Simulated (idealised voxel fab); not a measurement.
process module | voxel tone inversion
cross-section cut | 200 nm wide | cells 5 nm
A cross-section is a grid of square cells, given in bands from the top down. A band is one or more rows of cells.
Each band's line starts with the height of the band's top and of its bottom, in nm. Then come its materials from left to right, each with its width in nm. One material with "throughout" fills the band from edge to edge. "air" is empty space.
Height 0 is the level under which the wafer as received is all one material. The lowest band goes on downwards, as in "0 down".
A width such as "30 to 40" changes by the same amount from each row of cells to the next, from the band's top row to its bottom row.
"no change" after a step means that no cell of the cross-section changed.
closed voids: empty space of 8 cells or more with no open way to the top, each as width x height at its distance from the left edge, in nm
after a step's settings: what the simulator itself notes on the step
overlay nm, on a step with a mask: how far to the right of its planned place the mask lay; to the left if negative
plan
1 op RECEIVE | material Si
2 op CONFORMAL_DEP | material SiN | thk nm 5
3 op DIRECTIONAL_DEP | material aC | thk nm 25
4 op PATTERN | tone cover | mask id POSTS | material resist | width nm 25 | pitch nm 50 | thk nm 35 | overlay nm 0
5 op DIRECTIONAL_ETCH | etch materials aC | depth nm 25
6 op STRIP | etch materials resist
7 op FILL_DEP | material SiO2 | thk nm 10
8 op CMP | height nm 30
9 op STRIP | etch materials aC
10 op CONFORMAL_DEP | material TiN | thk nm 5
11 op FILL_DEP | material Cu | thk nm 5
12 op CMP | height nm 30
13 op CONFORMAL_DEP | material SiN | thk nm 5
as received, after step 1
  0 down: Si throughout
  closed voids: none
a wafer at the end: this start, this plan, one mistake
  35 to 30: SiN throughout
  30 to 10: SiO2 70 | TiN 5 | Cu 15 | TiN 5 | SiO2 25 | TiN 5 | Cu 15 | TiN 5 | SiO2 55
  10 to 5: SiO2 70 | TiN 25 | SiO2 25 | TiN 25 | SiO2 55
  5 to 0: SiN throughout
  0 down: Si throughout
  closed voids: none
what went wrong: step 4 ran as: op PATTERN | tone cover | mask id POSTS | material resist | width nm 25 | pitch nm 50 | thk nm 35 | overlay nm 10
